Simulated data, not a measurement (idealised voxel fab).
Process module under the name voxel transistor to metal
160 nm wide, 5 nm square cells: that's cross-section cut.
Heads up, the way a cross-section reads in here is a grid of square cells, handed over as bands from the top down, with every band being one or more rows of cells. Heights first: top, then bottom, in nm. Then materials, left to right, each with a width in nm. "throughout" on a single material: fills the band edge to edge. "blank": empty space. Note: height 0 marks the level under which the wafer is uniformly one material as received. Lowest band unbounded below, written "z 0 and below". You'd read "30 to 40" like this: the band's top row of cells is as wide as the first number, its bottom row is as wide as the second, and going down, every row changes width by the same amount as the row before did. "identical to before" for a step: no cell of the cross-section changed in that step. Entry "Sealed-off cavities" = empty spaces >= 8 cells with no open way to the top; each as width x height at distance, distance from left edge, all nm. Heads up: the bit after the settings on a step's line is the simulator's remark on that step. For masked steps, "overlay nm" on the step line gives how far right of plan the mask actually lay; a minus sign means it lay to the left.

## plan
1: RECEIVE,material Si
2: OXIDIZE,depth nm 5
3: CONFORMAL_DEP,material SiN,thk nm 15
4: DIRECTIONAL_DEP,material aC,thk nm 10
5: PATTERN,tone cover,mask id ACTIVE,material resist,width nm 125,thk nm 25,overlay nm 0
6: DIRECTIONAL_ETCH,etch materials aC,depth nm 10
7: STRIP,etch materials resist
8: DIRECTIONAL_ETCH,etch materials SiN,depth nm 15
9: DIRECTIONAL_ETCH,etch materials SiO2,depth nm 5
10: DIRECTIONAL_ETCH,etch materials Si,depth nm 20
11: STRIP,etch materials aC
12: FILL_DEP,material SiO2,thk nm 5
13: CMP,height nm 15
14: SELECTIVE_ETCH,etch materials SiO2,depth nm 15
15: STRIP,etch materials SiN
16: SELECTIVE_ETCH,etch materials SiO2,depth nm 5
17: OXIDIZE,depth nm 5
18: DIRECTIONAL_DEP,material polySi,thk nm 25
19: DIRECTIONAL_DEP,material SiCN,thk nm 15
20: MASKED_ETCH,tone cover,mask id GATE,width nm 35,etch materials SiCN,depth nm 25,overlay nm 0
21: MASKED_ETCH,tone cover,mask id GATE,width nm 35,etch materials polySi,depth nm 35,overlay nm 0
22: CONFORMAL_DEP,material SiN,thk nm 5
23: DIRECTIONAL_ETCH,etch materials SiN,depth nm 5
24: DIRECTIONAL_ETCH,etch materials SiO2,depth nm 5
25: DIRECTIONAL_ETCH,etch materials Si,depth nm 15
26: EPI,material pSi,thk nm 20
27: FILL_DEP,material SiO2,thk nm 10
28: CMP,height nm 20
29: STRIP,etch materials polySi
30: SELECTIVE_ETCH,etch materials SiO2,depth nm 5
31: CONFORMAL_DEP,material HfO2,thk nm 5
32: CONFORMAL_DEP,material TiN,thk nm 5
33: FILL_DEP,material W,thk nm 5
34: CMP,height nm 15
35: DIRECTIONAL_DEP,material SiO2,thk nm 10
36: DIRECTIONAL_DEP,material aC,thk nm 10
37: PATTERN,tone open,mask id CONTACT,material resist,width nm 20,pitch nm 95,thk nm 25,overlay nm 0
38: DIRECTIONAL_ETCH,etch materials aC,depth nm 10
39: STRIP,etch materials resist
40: DIRECTIONAL_ETCH,etch materials SiO2,depth nm 30
41: STRIP,etch materials aC
42: CONFORMAL_DEP,material TiN,thk nm 5
43: FILL_DEP,material Ru,thk nm 5
44: CMP,height nm 25
45: DIRECTIONAL_DEP,material TiN,thk nm 5
46: DIRECTIONAL_DEP,material W,thk nm 20
47: MASKED_ETCH,tone cover,mask id METAL_1,width nm 20,pitch nm 95,etch materials W,depth nm 20,overlay nm 0
48: MASKED_ETCH,tone cover,mask id METAL_1,width nm 20,pitch nm 95,etch materials TiN,depth nm 5,overlay nm 0
49: CONFORMAL_DEP,material SiCN,thk nm 5
50: FILL_DEP,material lowk,thk nm 10
51: CMP,height nm 50
52: CONFORMAL_DEP,material SiN,thk nm 5

## The first of a set of two wafers, run to plan

## Wafer cross-section on receipt, i.e. after step 1
    z 0 and below | Si throughout
    Sealed-off cavities: none

## Step 2 done - wafer cross-section
    z 0 to -5 | SiO2 throughout
    Nothing below the height -5 has changed.

## Step 3 done - wafer cross-section
    z 15 to 0 | SiN throughout
    Nothing below the height 0 has changed.

## Step 4 done - wafer cross-section
    z 25 to 15 | aC throughout
    Nothing below the height 15 has changed.

## Step 5 done - wafer cross-section
    z 50 to 25 | 15 nm blank; 125 nm resist; 20 nm blank
    Nothing below the height 25 has changed.

## Step 6 done - wafer cross-section
    z 40 to 25 | 15 nm blank; 125 nm resist; 20 nm blank
    z 25 to 15 | 15 nm blank; 125 nm aC; 20 nm blank
    Nothing below the height 15 has changed.

## Step 7 done - wafer cross-section
    z 25 to 15 | 15 nm blank; 125 nm aC; 20 nm blank
    Nothing below the height 15 has changed.

## Step 8 done - wafer cross-section
    z 25 to 15 | 15 nm blank; 125 nm aC; 20 nm blank
    z 15 to 0 | 15 nm blank; 125 nm SiN; 20 nm blank
    Nothing below the height 0 has changed.

## Step 9 done - wafer cross-section
    z 25 to 15 | 15 nm blank; 125 nm aC; 20 nm blank
    z 15 to 0 | 15 nm blank; 125 nm SiN; 20 nm blank
    z 0 to -5 | 15 nm blank; 125 nm SiO2; 20 nm blank
    Nothing below the height -5 has changed.

## Step 10 done - wafer cross-section
    z 25 to 15 | 15 nm blank; 125 nm aC; 20 nm blank
    z 15 to 0 | 15 nm blank; 125 nm SiN; 20 nm blank
    z 0 to -5 | 15 nm blank; 125 nm SiO2; 20 nm blank
    z -5 to -25 | 15 nm blank; 125 nm Si; 20 nm blank
    Nothing below the height -25 has changed.

## Step 11 done - wafer cross-section
    z 15 to 0 | 15 nm blank; 125 nm SiN; 20 nm blank
    Nothing below the height 0 has changed.

## Step 12 done - wafer cross-section
    z 20 to 15 | SiO2 throughout
    z 15 to 0 | 15 nm SiO2; 125 nm SiN; 20 nm SiO2
    z 0 to -5 | SiO2 throughout
    z -5 to -25 | 15 nm SiO2; 125 nm Si; 20 nm SiO2
    Nothing below the height -25 has changed.

## Step 13 done - wafer cross-section
    z 15 to 0 | 15 nm SiO2; 125 nm SiN; 20 nm SiO2
    Nothing below the height 0 has changed.

## Step 14 done - wafer cross-section
    z 15 to 0 | 15 nm blank; 125 nm SiN; 20 nm blank
    Nothing below the height 0 has changed.

## Step 15 done - wafer cross-section
    z 0 to -5 | SiO2 throughout
    Nothing below the height -5 has changed.

## Step 16 done - wafer cross-section
    z -5 to -25 | 15 nm SiO2; 125 nm Si; 20 nm SiO2
    Nothing below the height -25 has changed.

## Step 17 done - wafer cross-section
    z -5 to -10 | SiO2 throughout
    Nothing below the height -10 has changed.

## Step 18 done - wafer cross-section
    z 20 to -5 | polySi throughout
    Nothing below the height -5 has changed.

## Step 19 done - wafer cross-section
    z 35 to 20 | SiCN throughout
    Nothing below the height 20 has changed.

## Step 20 done - wafer cross-section
    z 35 to 20 | 60 nm blank; 35 nm SiCN; 65 nm blank
    Nothing below the height 20 has changed.

## Step 21 done - wafer cross-section
    z 35 to 20 | 60 nm blank; 35 nm SiCN; 65 nm blank
    z 20 to -5 | 60 nm blank; 35 nm polySi; 65 nm blank
    Nothing below the height -5 has changed.

## Step 22 done - wafer cross-section
    z 40 to 35 | 55 nm blank; 45 nm SiN; 60 nm blank
    z 35 to 20 | 55 nm blank; 5 nm SiN; 35 nm SiCN; 5 nm SiN; 60 nm blank
    z 20 to 0 | 55 nm blank; 5 nm SiN; 35 nm polySi; 5 nm SiN; 60 nm blank
    z 0 to -5 | 60 nm SiN; 35 nm polySi; 65 nm SiN
    Nothing below the height -5 has changed.

## Step 23 done - wafer cross-section
    z 35 to 20 | 55 nm blank; 5 nm SiN; 35 nm SiCN; 5 nm SiN; 60 nm blank
    z 20 to -5 | 55 nm blank; 5 nm SiN; 35 nm polySi; 5 nm SiN; 60 nm blank
    Nothing below the height -5 has changed.

## Step 24 done - wafer cross-section
    z 35 to 20 | 55 nm blank; 5 nm SiN; 35 nm SiCN; 5 nm SiN; 60 nm blank
    z 20 to -5 | 55 nm blank; 5 nm SiN; 35 nm polySi; 5 nm SiN; 60 nm blank
    z -5 to -10 | 55 nm blank; 45 nm SiO2; 60 nm blank
    Nothing below the height -10 has changed.

## Step 25 done - wafer cross-section
    z 35 to 20 | 55 nm blank; 5 nm SiN; 35 nm SiCN; 5 nm SiN; 60 nm blank
    z 20 to -5 | 55 nm blank; 5 nm SiN; 35 nm polySi; 5 nm SiN; 60 nm blank
    z -5 to -10 | 55 nm blank; 45 nm SiO2; 60 nm blank
    z -10 to -25 | 15 nm SiO2; 40 nm blank; 45 nm Si; 40 nm blank; 20 nm SiO2
    Nothing below the height -25 has changed.

## Step 26 done - wafer cross-section
    z 35 to 20 | 55 nm blank; 5 nm SiN; 35 nm SiCN; 5 nm SiN; 60 nm blank
    z 20 to 10 | 55 nm blank; 5 nm SiN; 35 nm polySi; 5 nm SiN; 60 nm blank
    z 10 to -5 | 35 nm blank; 20 nm pSi; 5 nm SiN; 35 nm polySi; 5 nm SiN; 20 nm pSi; 40 nm blank
    z -5 to -10 | 10 nm blank; 45 nm pSi; 45 nm SiO2; 45 nm pSi; 15 nm blank
    z -10 to -25 | 15 nm SiO2; 40 nm pSi; 45 nm Si; 40 nm pSi; 20 nm SiO2
    Nothing below the height -25 has changed.

## Step 27 done - wafer cross-section
    z 45 to 35 | SiO2 throughout
    z 35 to 20 | 55 nm SiO2; 5 nm SiN; 35 nm SiCN; 5 nm SiN; 60 nm SiO2
    z 20 to 10 | 55 nm SiO2; 5 nm SiN; 35 nm polySi; 5 nm SiN; 60 nm SiO2
    z 10 to -5 | 35 nm SiO2; 20 nm pSi; 5 nm SiN; 35 nm polySi; 5 nm SiN; 20 nm pSi; 40 nm SiO2
    z -5 to -10 | 10 nm SiO2; 45 nm pSi; 45 nm SiO2; 45 nm pSi; 15 nm SiO2
    Nothing below the height -10 has changed.

## Step 28 done - wafer cross-section
    z 20 to 10 | 55 nm SiO2; 5 nm SiN; 35 nm polySi; 5 nm SiN; 60 nm SiO2
    Nothing below the height 10 has changed.

## Step 29 done - wafer cross-section
    z 20 to 10 | 55 nm SiO2; 5 nm SiN; 35 nm blank; 5 nm SiN; 60 nm SiO2
    z 10 to -5 | 35 nm SiO2; 20 nm pSi; 5 nm SiN; 35 nm blank; 5 nm SiN; 20 nm pSi; 40 nm SiO2
    Nothing below the height -5 has changed.

## Step 30 done - wafer cross-section
    z 20 to 15 | 55 nm blank; 5 nm SiN; 35 nm blank; 5 nm SiN; 60 nm blank
    z 15 to 10 | 55 nm SiO2; 5 nm SiN; 35 nm blank; 5 nm SiN; 60 nm SiO2
    z 10 to -5 | 35 nm SiO2; 20 nm pSi; 5 nm SiN; 35 nm blank; 5 nm SiN; 20 nm pSi; 40 nm SiO2
    z -5 to -10 | 10 nm SiO2; 45 nm pSi; 45 nm blank; 45 nm pSi; 15 nm SiO2
    Nothing below the height -10 has changed.

## Step 31 done - wafer cross-section
    z 25 to 20 | 50 nm blank; 15 nm HfO2; 25 nm blank; 15 nm HfO2; 55 nm blank
    z 20 to 15 | 55 nm HfO2; 5 nm SiN; 5 nm HfO2; 25 nm blank; 5 nm HfO2; 5 nm SiN; 60 nm HfO2
    z 15 to 10 | 55 nm SiO2; 5 nm SiN; 5 nm HfO2; 25 nm blank; 5 nm HfO2; 5 nm SiN; 60 nm SiO2
    z 10 to -5 | 35 nm SiO2; 20 nm pSi; 5 nm SiN; 5 nm HfO2; 25 nm blank; 5 nm HfO2; 5 nm SiN; 20 nm pSi; 40 nm SiO2
    z -5 to -10 | 10 nm SiO2; 45 nm pSi; 45 nm HfO2; 45 nm pSi; 15 nm SiO2
    Nothing below the height -10 has changed.

## Step 32 done - wafer cross-section
    z 30 to 25 | 45 nm blank; 25 nm TiN; 15 nm blank; 25 nm TiN; 50 nm blank
    z 25 to 20 | 50 nm TiN; 15 nm HfO2; 5 nm TiN; 15 nm blank; 5 nm TiN; 15 nm HfO2; 55 nm TiN
    z 20 to 15 | 55 nm HfO2; 5 nm SiN; 5 nm HfO2; 5 nm TiN; 15 nm blank; 5 nm TiN; 5 nm HfO2; 5 nm SiN; 60 nm HfO2
    z 15 to 10 | 55 nm SiO2; 5 nm SiN; 5 nm HfO2; 5 nm TiN; 15 nm blank; 5 nm TiN; 5 nm HfO2; 5 nm SiN; 60 nm SiO2
    z 10 to 0 | 35 nm SiO2; 20 nm pSi; 5 nm SiN; 5 nm HfO2; 5 nm TiN; 15 nm blank; 5 nm TiN; 5 nm HfO2; 5 nm SiN; 20 nm pSi; 40 nm SiO2
    z 0 to -5 | 35 nm SiO2; 20 nm pSi; 5 nm SiN; 5 nm HfO2; 25 nm TiN; 5 nm HfO2; 5 nm SiN; 20 nm pSi; 40 nm SiO2
    Nothing below the height -5 has changed.

## Step 33 done - wafer cross-section
    z 35 to 30 | W throughout
    z 30 to 25 | 45 nm W; 25 nm TiN; 15 nm W; 25 nm TiN; 50 nm W
    z 25 to 20 | 50 nm TiN; 15 nm HfO2; 5 nm TiN; 15 nm W; 5 nm TiN; 15 nm HfO2; 55 nm TiN
    z 20 to 15 | 55 nm HfO2; 5 nm SiN; 5 nm HfO2; 5 nm TiN; 15 nm W; 5 nm TiN; 5 nm HfO2; 5 nm SiN; 60 nm HfO2
    z 15 to 10 | 55 nm SiO2; 5 nm SiN; 5 nm HfO2; 5 nm TiN; 15 nm W; 5 nm TiN; 5 nm HfO2; 5 nm SiN; 60 nm SiO2
    z 10 to 0 | 35 nm SiO2; 20 nm pSi; 5 nm SiN; 5 nm HfO2; 5 nm TiN; 15 nm W; 5 nm TiN; 5 nm HfO2; 5 nm SiN; 20 nm pSi; 40 nm SiO2
    Nothing below the height 0 has changed.

## Step 34 done - wafer cross-section
    z 15 to 10 | 55 nm SiO2; 5 nm SiN; 5 nm HfO2; 5 nm TiN; 15 nm W; 5 nm TiN; 5 nm HfO2; 5 nm SiN; 60 nm SiO2
    Nothing below the height 10 has changed.

## Step 35 done - wafer cross-section
    z 25 to 15 | SiO2 throughout
    Nothing below the height 15 has changed.

## Step 36 done - wafer cross-section
    z 35 to 25 | aC throughout
    Nothing below the height 25 has changed.

## Step 37 done - wafer cross-section
    z 60 to 35 | 20 nm resist; 20 nm blank; 75 nm resist; 20 nm blank; 25 nm resist
    Nothing below the height 35 has changed.

## Step 38 done - wafer cross-section
    z 50 to 35 | 20 nm resist; 20 nm blank; 75 nm resist; 20 nm blank; 25 nm resist
    z 35 to 25 | 20 nm aC; 20 nm blank; 75 nm aC; 20 nm blank; 25 nm aC
    Nothing below the height 25 has changed.

## Step 39 done - wafer cross-section
    z 35 to 25 | 20 nm aC; 20 nm blank; 75 nm aC; 20 nm blank; 25 nm aC
    Nothing below the height 25 has changed.

## Step 40 done - wafer cross-section
    z 35 to 25 | 20 nm aC; 20 nm blank; 75 nm aC; 20 nm blank; 25 nm aC
    z 25 to 15 | 20 nm SiO2; 20 nm blank; 75 nm SiO2; 20 nm blank; 25 nm SiO2
    z 15 to 10 | 20 nm SiO2; 20 nm blank; 15 nm SiO2; 5 nm SiN; 5 nm HfO2; 5 nm TiN; 15 nm W; 5 nm TiN; 5 nm HfO2; 5 nm SiN; 15 nm SiO2; 20 nm blank; 25 nm SiO2
    z 10 to 0 | 20 nm SiO2; 15 nm blank; 20 nm pSi; 5 nm SiN; 5 nm HfO2; 5 nm TiN; 15 nm W; 5 nm TiN; 5 nm HfO2; 5 nm SiN; 20 nm pSi; 15 nm blank; 25 nm SiO2
    z 0 to -5 | 20 nm SiO2; 15 nm blank; 20 nm pSi; 5 nm SiN; 5 nm HfO2; 25 nm TiN; 5 nm HfO2; 5 nm SiN; 20 nm pSi; 15 nm blank; 25 nm SiO2
    Nothing below the height -5 has changed.

## Step 41 done - wafer cross-section
    z 25 to 15 | 20 nm SiO2; 20 nm blank; 75 nm SiO2; 20 nm blank; 25 nm SiO2
    Nothing below the height 15 has changed.

## Step 42 done - wafer cross-section
    z 30 to 25 | 25 nm TiN; 10 nm blank; 85 nm TiN; 10 nm blank; 30 nm TiN
    z 25 to 15 | 20 nm SiO2; 5 nm TiN; 10 nm blank; 5 nm TiN; 75 nm SiO2; 5 nm TiN; 10 nm blank; 5 nm TiN; 25 nm SiO2
    z 15 to 10 | 20 nm SiO2; 5 nm TiN; 5 nm blank; 10 nm TiN; 15 nm SiO2; 5 nm SiN; 5 nm HfO2; 5 nm TiN; 15 nm W; 5 nm TiN; 5 nm HfO2; 5 nm SiN; 15 nm SiO2; 10 nm TiN; 5 nm blank; 5 nm TiN; 25 nm SiO2
    z 10 to 0 | 20 nm SiO2; 5 nm TiN; 5 nm blank; 5 nm TiN; 20 nm pSi; 5 nm SiN; 5 nm HfO2; 5 nm TiN; 15 nm W; 5 nm TiN; 5 nm HfO2; 5 nm SiN; 20 nm pSi; 5 nm TiN; 5 nm blank; 5 nm TiN; 25 nm SiO2
    z 0 to -5 | 20 nm SiO2; 15 nm TiN; 20 nm pSi; 5 nm SiN; 5 nm HfO2; 25 nm TiN; 5 nm HfO2; 5 nm SiN; 20 nm pSi; 15 nm TiN; 25 nm SiO2
    Nothing below the height -5 has changed.

## Step 43 done - wafer cross-section
    z 35 to 30 | Ru throughout
    z 30 to 25 | 25 nm TiN; 10 nm Ru; 85 nm TiN; 10 nm Ru; 30 nm TiN
    z 25 to 15 | 20 nm SiO2; 5 nm TiN; 10 nm Ru; 5 nm TiN; 75 nm SiO2; 5 nm TiN; 10 nm Ru; 5 nm TiN; 25 nm SiO2
    z 15 to 10 | 20 nm SiO2; 5 nm TiN; 5 nm Ru; 10 nm TiN; 15 nm SiO2; 5 nm SiN; 5 nm HfO2; 5 nm TiN; 15 nm W; 5 nm TiN; 5 nm HfO2; 5 nm SiN; 15 nm SiO2; 10 nm TiN; 5 nm Ru; 5 nm TiN; 25 nm SiO2
    z 10 to 0 | 20 nm SiO2; 5 nm TiN; 5 nm Ru; 5 nm TiN; 20 nm pSi; 5 nm SiN; 5 nm HfO2; 5 nm TiN; 15 nm W; 5 nm TiN; 5 nm HfO2; 5 nm SiN; 20 nm pSi; 5 nm TiN; 5 nm Ru; 5 nm TiN; 25 nm SiO2
    Nothing below the height 0 has changed.

## Step 44 done - wafer cross-section
    z 25 to 15 | 20 nm SiO2; 5 nm TiN; 10 nm Ru; 5 nm TiN; 75 nm SiO2; 5 nm TiN; 10 nm Ru; 5 nm TiN; 25 nm SiO2
    Nothing below the height 15 has changed.

## Step 45 done - wafer cross-section
    z 30 to 25 | TiN throughout
    Nothing below the height 25 has changed.

## Step 46 done - wafer cross-section
    z 50 to 30 | W throughout
    Nothing below the height 30 has changed.

## Step 47 done - wafer cross-section
    z 50 to 30 | 20 nm blank; 20 nm W; 75 nm blank; 20 nm W; 25 nm blank
    Nothing below the height 30 has changed.

## Step 48 done - wafer cross-section
    z 50 to 30 | 20 nm blank; 20 nm W; 75 nm blank; 20 nm W; 25 nm blank
    z 30 to 25 | 20 nm blank; 20 nm TiN; 75 nm blank; 20 nm TiN; 25 nm blank
    Nothing below the height 25 has changed.

## Step 49 done - wafer cross-section
    z 55 to 50 | 15 nm blank; 30 nm SiCN; 65 nm blank; 30 nm SiCN; 20 nm blank
    z 50 to 30 | 15 nm blank; 5 nm SiCN; 20 nm W; 5 nm SiCN; 65 nm blank; 5 nm SiCN; 20 nm W; 5 nm SiCN; 20 nm blank
    z 30 to 25 | 20 nm SiCN; 20 nm TiN; 75 nm SiCN; 20 nm TiN; 25 nm SiCN
    Nothing below the height 25 has changed.

## Step 50 done - wafer cross-section
    z 65 to 55 | lowk throughout
    z 55 to 50 | 15 nm lowk; 30 nm SiCN; 65 nm lowk; 30 nm SiCN; 20 nm lowk
    z 50 to 30 | 15 nm lowk; 5 nm SiCN; 20 nm W; 5 nm SiCN; 65 nm lowk; 5 nm SiCN; 20 nm W; 5 nm SiCN; 20 nm lowk
    Nothing below the height 30 has changed.

## Step 51 done - wafer cross-section
    z 50 to 30 | 15 nm lowk; 5 nm SiCN; 20 nm W; 5 nm SiCN; 65 nm lowk; 5 nm SiCN; 20 nm W; 5 nm SiCN; 20 nm lowk
    Nothing below the height 30 has changed.

## Step 52 done - wafer cross-section
    z 55 to 50 | SiN throughout
    Nothing below the height 50 has changed.

## Second wafer. Start and plan as for the first. One mistake made in running. Agrees with the first up to and including step 44

## Second wafer profile in section, at the moment step 45 of the plan was meant to be complete
    z 40 to 25 | TiN throughout
    Nothing below the height 25 has changed.

## Second wafer profile in section, at the moment step 46 of the plan was meant to be complete
    z 60 to 40 | W throughout
    Nothing below the height 40 has changed.

## Second wafer profile in section, at the moment step 47 of the plan was meant to be complete
    z 60 to 40 | 20 nm blank; 20 nm W; 75 nm blank; 20 nm W; 25 nm blank
    Nothing below the height 40 has changed.

## Second wafer profile in section, at the moment step 48 of the plan was meant to be complete
    z 60 to 40 | 20 nm blank; 20 nm W; 75 nm blank; 20 nm W; 25 nm blank
    z 40 to 35 | 20 nm blank; 20 nm TiN; 75 nm blank; 20 nm TiN; 25 nm blank
    Nothing below the height 35 has changed.

## Second wafer profile in section, at the moment step 49 of the plan was meant to be complete
    z 65 to 60 | 15 nm blank; 30 nm SiCN; 65 nm blank; 30 nm SiCN; 20 nm blank
    z 60 to 40 | 15 nm blank; 5 nm SiCN; 20 nm W; 5 nm SiCN; 65 nm blank; 5 nm SiCN; 20 nm W; 5 nm SiCN; 20 nm blank
    z 40 to 35 | 20 nm SiCN; 20 nm TiN; 75 nm SiCN; 20 nm TiN; 25 nm SiCN
    Nothing below the height 35 has changed.

## Second wafer profile in section, at the moment step 50 of the plan was meant to be complete
    z 75 to 65 | lowk throughout
    z 65 to 60 | 15 nm lowk; 30 nm SiCN; 65 nm lowk; 30 nm SiCN; 20 nm lowk
    z 60 to 40 | 15 nm lowk; 5 nm SiCN; 20 nm W; 5 nm SiCN; 65 nm lowk; 5 nm SiCN; 20 nm W; 5 nm SiCN; 20 nm lowk
    Nothing below the height 40 has changed.

## Second wafer profile in section, at the moment step 51 of the plan was meant to be complete
    z 50 to 40 | 15 nm lowk; 5 nm SiCN; 20 nm W; 5 nm SiCN; 65 nm lowk; 5 nm SiCN; 20 nm W; 5 nm SiCN; 20 nm lowk
    Nothing below the height 40 has changed.

## Second wafer profile in section, at the moment step 52 of the plan was meant to be complete
    z 55 to 50 | SiN throughout
    Nothing below the height 50 has changed.
What broke from the plan during processing? contrary to plan, step 45 was performed as DIRECTIONAL_DEP,material TiN,thk nm 15
End check, counted in cells, second wafer has more or fewer of these materials than the first: 8 fewer of SiCN | 64 more of TiN | 16 fewer of W | 40 fewer of lowk
